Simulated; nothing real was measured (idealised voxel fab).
process module | voxel wiring stack
cross-section cut | 270 nm wide | cells 5 nm
A cross-section is a grid of square cells, given in bands from the top down. A band is one or more rows of cells.
Each band's line starts with the height of the band's top and of its bottom, in nm. Then come its materials from left to right, each with its width in nm. One material with "throughout" fills the band from edge to edge. "air" is empty space.
Height 0 is the level under which the wafer as received is all one material. The lowest band goes on downwards, as in "0 down".
A width such as "30 to 40" changes by the same amount from each row of cells to the next, from the band's top row to its bottom row.
"no change" after a step means that no cell of the cross-section changed.
closed voids: empty space of 8 cells or more with no open way to the top, each as width x height at its distance from the left edge, in nm
after a step's settings: what the simulator itself notes on the step
overlay nm, on a step with a mask: how far to the right of its planned place the mask lay; to the left if negative
plan
1 op RECEIVE | material Si
2 op CONFORMAL_DEP | material SiO2 | thk nm 15
3 op CONFORMAL_DEP | material SiN | thk nm 5
4 op DIRECTIONAL_DEP | material SiO2 | thk nm 15
5 op PATTERN | tone open | mask id METAL_1 | material resist | width nm 30 | pitch nm 50 | thk nm 20 | overlay nm 0
6 op DIRECTIONAL_ETCH | etch materials SiO2 | depth nm 15
7 op DIRECTIONAL_ETCH | etch materials SiN | depth nm 5
8 op STRIP | etch materials resist
9 op CONFORMAL_DEP | material TiN | thk nm 5
10 op FILL_DEP | material Cu | thk nm 10
11 op CMP | height nm 35
12 op CONFORMAL_DEP | material SiCN | thk nm 5
13 op DIRECTIONAL_DEP | material lowk | thk nm 25
14 op MASKED_ETCH | tone open | mask id METAL_2_HOLES | width nm 15 | etch materials lowk | depth nm 25 | overlay nm 0
15 op DIRECTIONAL_DEP | material aC | thk nm 10
16 op PATTERN | tone open | mask id METAL_2 | material resist | width nm 30 | pitch nm 50 | thk nm 25 | overlay nm 0
17 op DIRECTIONAL_ETCH | etch materials aC | depth nm 10
18 op STRIP | etch materials resist
19 op DIRECTIONAL_ETCH | etch materials lowk | depth nm 15
20 op DIRECTIONAL_ETCH | etch materials SiCN | depth nm 5
21 op STRIP | etch materials aC
22 op CONFORMAL_DEP | material TiN | thk nm 5
23 op FILL_DEP | material Ru | thk nm 5
24 op CMP | height nm 65
25 op CONFORMAL_DEP | material SiCN | thk nm 5
26 op DIRECTIONAL_DEP | material SiO2 | thk nm 10
27 op MASKED_ETCH | tone open | mask id PLUG_2 | width nm 15 | etch materials SiO2 | depth nm 10 | overlay nm 0
28 op MASKED_ETCH | tone open | mask id PLUG_2 | width nm 15 | etch materials SiCN | depth nm 5 | overlay nm 0
29 op CONFORMAL_DEP | material TiN | thk nm 5
30 op FILL_DEP | material Ru | thk nm 5
31 op CMP | height nm 80
32 op CONFORMAL_DEP | material SiN | thk nm 5
33 op DIRECTIONAL_DEP | material SiO2 | thk nm 20
34 op MASKED_ETCH | tone open | mask id METAL_3 | width nm 30 | pitch nm 50 | etch materials SiO2 | depth nm 20 | overlay nm 0
35 op MASKED_ETCH | tone open | mask id METAL_3 | width nm 30 | pitch nm 50 | etch materials SiN | depth nm 5 | overlay nm 0
36 op CONFORMAL_DEP | material TiN | thk nm 5
37 op FILL_DEP | material Ru | thk nm 5
38 op CMP | height nm 105
39 op CONFORMAL_DEP | material SiN | thk nm 5
first wafer, as planned
as received, after step 1
  0 down: Si throughout
  closed voids: none
after step 2
  15 to 0: SiO2 throughout
  below 0: unchanged
after step 3
  20 to 15: SiN throughout
  below 15: unchanged
after step 4
  35 to 20: SiO2 throughout
  below 20: unchanged
after step 5
  55 to 35: resist 95 | air 30 | resist 20 | air 30 | resist 95
  below 35: unchanged
after step 6
  55 to 35: resist 95 | air 30 | resist 20 | air 30 | resist 95
  35 to 20: SiO2 95 | air 30 | SiO2 20 | air 30 | SiO2 95
  below 20: unchanged
after step 7
  55 to 35: resist 95 | air 30 | resist 20 | air 30 | resist 95
  35 to 20: SiO2 95 | air 30 | SiO2 20 | air 30 | SiO2 95
  20 to 15: SiN 95 | air 30 | SiN 20 | air 30 | SiN 95
  below 15: unchanged
after step 8
  35 to 20: SiO2 95 | air 30 | SiO2 20 | air 30 | SiO2 95
  below 20: unchanged
after step 9
  40 to 35: TiN 100 | air 20 | TiN 30 | air 20 | TiN 100
  35 to 20: SiO2 95 | TiN 5 | air 20 | TiN 5 | SiO2 20 | TiN 5 | air 20 | TiN 5 | SiO2 95
  20 to 15: SiN 95 | TiN 30 | SiN 20 | TiN 30 | SiN 95
  below 15: unchanged
after step 10
  50 to 40: Cu throughout
  40 to 35: TiN 100 | Cu 20 | TiN 30 | Cu 20 | TiN 100
  35 to 20: SiO2 95 | TiN 5 | Cu 20 | TiN 5 | SiO2 20 | TiN 5 | Cu 20 | TiN 5 | SiO2 95
  below 20: unchanged
after step 11
  35 to 20: SiO2 95 | TiN 5 | Cu 20 | TiN 5 | SiO2 20 | TiN 5 | Cu 20 | TiN 5 | SiO2 95
  below 20: unchanged
after step 12
  40 to 35: SiCN throughout
  below 35: unchanged
after step 13
  65 to 40: lowk throughout
  below 40: unchanged
after step 14
  65 to 40: lowk 95 | air 15 | lowk 160
  below 40: unchanged
after step 15
  75 to 65: aC 95 | air 15 | aC 160
  65 to 50: lowk 95 | air 15 | lowk 160
  50 to 40: lowk 95 | aC 15 | lowk 160
  below 40: unchanged
after step 16
  100 to 75: resist 95 | air 30 | resist 20 | air 30 | resist 95
  below 75: unchanged
after step 17
  90 to 75: resist 95 | air 30 | resist 20 | air 30 | resist 95
  75 to 65: aC 95 | air 30 | aC 20 | air 30 | aC 95
  65 to 40: lowk 95 | air 15 | lowk 160
  below 40: unchanged
after step 18
  75 to 65: aC 95 | air 30 | aC 20 | air 30 | aC 95
  below 65: unchanged
after step 19
  75 to 65: aC 95 | air 30 | aC 20 | air 30 | aC 95
  65 to 50: lowk 95 | air 30 | lowk 20 | air 30 | lowk 95
  below 50: unchanged
after step 20
  75 to 65: aC 95 | air 30 | aC 20 | air 30 | aC 95
  65 to 50: lowk 95 | air 30 | lowk 20 | air 30 | lowk 95
  50 to 40: lowk 95 | air 15 | lowk 160
  40 to 35: SiCN 95 | air 15 | SiCN 160
  below 35: unchanged
after step 21
  65 to 50: lowk 95 | air 30 | lowk 20 | air 30 | lowk 95
  below 50: unchanged
after step 22
  70 to 65: TiN 100 | air 20 | TiN 30 | air 20 | TiN 100
  65 to 55: lowk 95 | TiN 5 | air 20 | TiN 5 | lowk 20 | TiN 5 | air 20 | TiN 5 | lowk 95
  55 to 50: lowk 95 | TiN 5 | air 5 | TiN 20 | lowk 20 | TiN 30 | lowk 95
  50 to 40: lowk 95 | TiN 5 | air 5 | TiN 5 | lowk 160
  40 to 35: SiCN 95 | TiN 15 | SiCN 160
  below 35: unchanged
after step 23
  75 to 70: Ru throughout
  70 to 65: TiN 100 | Ru 20 | TiN 30 | Ru 20 | TiN 100
  65 to 55: lowk 95 | TiN 5 | Ru 20 | TiN 5 | lowk 20 | TiN 5 | Ru 20 | TiN 5 | lowk 95
  55 to 50: lowk 95 | TiN 5 | Ru 5 | TiN 20 | lowk 20 | TiN 30 | lowk 95
  50 to 40: lowk 95 | TiN 5 | Ru 5 | TiN 5 | lowk 160
  below 40: unchanged
after step 24
  65 to 55: lowk 95 | TiN 5 | Ru 20 | TiN 5 | lowk 20 | TiN 5 | Ru 20 | TiN 5 | lowk 95
  below 55: unchanged
after step 25
  70 to 65: SiCN throughout
  below 65: unchanged
after step 26
  80 to 70: SiO2 throughout
  below 70: unchanged
after step 27
  80 to 70: SiO2 95 | air 15 | SiO2 160
  below 70: unchanged
after step 28
  80 to 70: SiO2 95 | air 15 | SiO2 160
  70 to 65: SiCN 95 | air 15 | SiCN 160
  below 65: unchanged
after step 29
  85 to 80: TiN 100 | air 5 | TiN 165
  80 to 70: SiO2 95 | TiN 5 | air 5 | TiN 5 | SiO2 160
  70 to 65: SiCN 95 | TiN 15 | SiCN 160
  below 65: unchanged
after step 30
  90 to 85: Ru throughout
  85 to 80: TiN 100 | Ru 5 | TiN 165
  80 to 70: SiO2 95 | TiN 5 | Ru 5 | TiN 5 | SiO2 160
  below 70: unchanged
after step 31
  80 to 70: SiO2 95 | TiN 5 | Ru 5 | TiN 5 | SiO2 160
  below 70: unchanged
after step 32
  85 to 80: SiN throughout
  below 80: unchanged
after step 33
  105 to 85: SiO2 throughout
  below 85: unchanged
after step 34
  105 to 85: SiO2 95 | air 30 | SiO2 20 | air 30 | SiO2 95
  below 85: unchanged
after step 35
  105 to 85: SiO2 95 | air 30 | SiO2 20 | air 30 | SiO2 95
  85 to 80: SiN 95 | air 30 | SiN 20 | air 30 | SiN 95
  below 80: unchanged
after step 36
  110 to 105: TiN 100 | air 20 | TiN 30 | air 20 | TiN 100
  105 to 85: SiO2 95 | TiN 5 | air 20 | TiN 5 | SiO2 20 | TiN 5 | air 20 | TiN 5 | SiO2 95
  85 to 80: SiN 95 | TiN 30 | SiN 20 | TiN 30 | SiN 95
  below 80: unchanged
after step 37
  115 to 110: Ru throughout
  110 to 105: TiN 100 | Ru 20 | TiN 30 | Ru 20 | TiN 100
  105 to 85: SiO2 95 | TiN 5 | Ru 20 | TiN 5 | SiO2 20 | TiN 5 | Ru 20 | TiN 5 | SiO2 95
  below 85: unchanged
after step 38
  105 to 85: SiO2 95 | TiN 5 | Ru 20 | TiN 5 | SiO2 20 | TiN 5 | Ru 20 | TiN 5 | SiO2 95
  below 85: unchanged
after step 39
  110 to 105: SiN throughout
  below 105: unchanged
second wafer: like start, like plan, one mistake. Through step 4 it matches the first wafer
when step 5 should have ended
  55 to 35: air 95 | resist 30 | air 20 | resist 30 | air 95
  below 35: unchanged
when step 6 should have ended
  55 to 35: air 95 | resist 30 | air 20 | resist 30 | air 95
  35 to 20: air 95 | SiO2 30 | air 20 | SiO2 30 | air 95
  below 20: unchanged
when step 7 should have ended
  55 to 35: air 95 | resist 30 | air 20 | resist 30 | air 95
  35 to 20: air 95 | SiO2 30 | air 20 | SiO2 30 | air 95
  20 to 15: air 95 | SiN 30 | air 20 | SiN 30 | air 95
  below 15: unchanged
when step 8 should have ended
  35 to 20: air 95 | SiO2 30 | air 20 | SiO2 30 | air 95
  below 20: unchanged
when step 9 should have ended
  40 to 35: air 90 | TiN 40 | air 10 | TiN 40 | air 90
  35 to 20: air 90 | TiN 5 | SiO2 30 | TiN 5 | air 10 | TiN 5 | SiO2 30 | TiN 5 | air 90
  20 to 15: TiN 95 | SiN 30 | TiN 20 | SiN 30 | TiN 95
  below 15: unchanged
when step 10 should have ended
  50 to 40: Cu throughout
  40 to 35: Cu 90 | TiN 40 | Cu 10 | TiN 40 | Cu 90
  35 to 20: Cu 90 | TiN 5 | SiO2 30 | TiN 5 | Cu 10 | TiN 5 | SiO2 30 | TiN 5 | Cu 90
  below 20: unchanged
when step 11 should have ended
  35 to 20: Cu 90 | TiN 5 | SiO2 30 | TiN 5 | Cu 10 | TiN 5 | SiO2 30 | TiN 5 | Cu 90
  below 20: unchanged
when step 12 should have ended
  40 to 35: SiCN throughout
  below 35: unchanged
when step 13 should have ended
  65 to 40: lowk throughout
  below 40: unchanged
when step 14 should have ended
  65 to 40: lowk 95 | air 15 | lowk 160
  below 40: unchanged
when step 15 should have ended
  75 to 65: aC 95 | air 15 | aC 160
  65 to 50: lowk 95 | air 15 | lowk 160
  50 to 40: lowk 95 | aC 15 | lowk 160
  below 40: unchanged
when step 16 should have ended
  100 to 75: resist 95 | air 30 | resist 20 | air 30 | resist 95
  below 75: unchanged
when step 17 should have ended
  90 to 75: resist 95 | air 30 | resist 20 | air 30 | resist 95
  75 to 65: aC 95 | air 30 | aC 20 | air 30 | aC 95
  65 to 40: lowk 95 | air 15 | lowk 160
  below 40: unchanged
when step 18 should have ended
  75 to 65: aC 95 | air 30 | aC 20 | air 30 | aC 95
  below 65: unchanged
when step 19 should have ended
  75 to 65: aC 95 | air 30 | aC 20 | air 30 | aC 95
  65 to 50: lowk 95 | air 30 | lowk 20 | air 30 | lowk 95
  below 50: unchanged
when step 20 should have ended
  75 to 65: aC 95 | air 30 | aC 20 | air 30 | aC 95
  65 to 50: lowk 95 | air 30 | lowk 20 | air 30 | lowk 95
  50 to 40: lowk 95 | air 15 | lowk 160
  40 to 35: SiCN 95 | air 15 | SiCN 160
  below 35: unchanged
when step 21 should have ended
  65 to 50: lowk 95 | air 30 | lowk 20 | air 30 | lowk 95
  below 50: unchanged
when step 22 should have ended
  70 to 65: TiN 100 | air 20 | TiN 30 | air 20 | TiN 100
  65 to 55: lowk 95 | TiN 5 | air 20 | TiN 5 | lowk 20 | TiN 5 | air 20 | TiN 5 | lowk 95
  55 to 50: lowk 95 | TiN 5 | air 5 | TiN 20 | lowk 20 | TiN 30 | lowk 95
  50 to 40: lowk 95 | TiN 5 | air 5 | TiN 5 | lowk 160
  40 to 35: SiCN 95 | TiN 15 | SiCN 160
  below 35: unchanged
when step 23 should have ended
  75 to 70: Ru throughout
  70 to 65: TiN 100 | Ru 20 | TiN 30 | Ru 20 | TiN 100
  65 to 55: lowk 95 | TiN 5 | Ru 20 | TiN 5 | lowk 20 | TiN 5 | Ru 20 | TiN 5 | lowk 95
  55 to 50: lowk 95 | TiN 5 | Ru 5 | TiN 20 | lowk 20 | TiN 30 | lowk 95
  50 to 40: lowk 95 | TiN 5 | Ru 5 | TiN 5 | lowk 160
  below 40: unchanged
when step 24 should have ended
  65 to 55: lowk 95 | TiN 5 | Ru 20 | TiN 5 | lowk 20 | TiN 5 | Ru 20 | TiN 5 | lowk 95
  below 55: unchanged
when step 25 should have ended
  70 to 65: SiCN throughout
  below 65: unchanged
when step 26 should have ended
  80 to 70: SiO2 throughout
  below 70: unchanged
when step 27 should have ended
  80 to 70: SiO2 95 | air 15 | SiO2 160
  below 70: unchanged
when step 28 should have ended
  80 to 70: SiO2 95 | air 15 | SiO2 160
  70 to 65: SiCN 95 | air 15 | SiCN 160
  below 65: unchanged
when step 29 should have ended
  85 to 80: TiN 100 | air 5 | TiN 165
  80 to 70: SiO2 95 | TiN 5 | air 5 | TiN 5 | SiO2 160
  70 to 65: SiCN 95 | TiN 15 | SiCN 160
  below 65: unchanged
when step 30 should have ended
  90 to 85: Ru throughout
  85 to 80: TiN 100 | Ru 5 | TiN 165
  80 to 70: SiO2 95 | TiN 5 | Ru 5 | TiN 5 | SiO2 160
  below 70: unchanged
when step 31 should have ended
  80 to 70: SiO2 95 | TiN 5 | Ru 5 | TiN 5 | SiO2 160
  below 70: unchanged
when step 32 should have ended
  85 to 80: SiN throughout
  below 80: unchanged
when step 33 should have ended
  105 to 85: SiO2 throughout
  below 85: unchanged
when step 34 should have ended
  105 to 85: SiO2 95 | air 30 | SiO2 20 | air 30 | SiO2 95
  below 85: unchanged
when step 35 should have ended
  105 to 85: SiO2 95 | air 30 | SiO2 20 | air 30 | SiO2 95
  85 to 80: SiN 95 | air 30 | SiN 20 | air 30 | SiN 95
  below 80: unchanged
when step 36 should have ended
  110 to 105: TiN 100 | air 20 | TiN 30 | air 20 | TiN 100
  105 to 85: SiO2 95 | TiN 5 | air 20 | TiN 5 | SiO2 20 | TiN 5 | air 20 | TiN 5 | SiO2 95
  85 to 80: SiN 95 | TiN 30 | SiN 20 | TiN 30 | SiN 95
  below 80: unchanged
when step 37 should have ended
  115 to 110: Ru throughout
  110 to 105: TiN 100 | Ru 20 | TiN 30 | Ru 20 | TiN 100
  105 to 85: SiO2 95 | TiN 5 | Ru 20 | TiN 5 | SiO2 20 | TiN 5 | Ru 20 | TiN 5 | SiO2 95
  below 85: unchanged
when step 38 should have ended
  105 to 85: SiO2 95 | TiN 5 | Ru 20 | TiN 5 | SiO2 20 | TiN 5 | Ru 20 | TiN 5 | SiO2 95
  below 85: unchanged
when step 39 should have ended
  110 to 105: SiN throughout
  below 105: unchanged
what went wrong: step 5 ran as: op PATTERN | tone cover | mask id METAL_1 | material resist | width nm 30 | pitch nm 50 | thk nm 20 | overlay nm 0
at the end the second wafer has, in cells: 90 more of Cu | 30 fewer of SiN | 90 fewer of SiO2 | 30 more of TiN
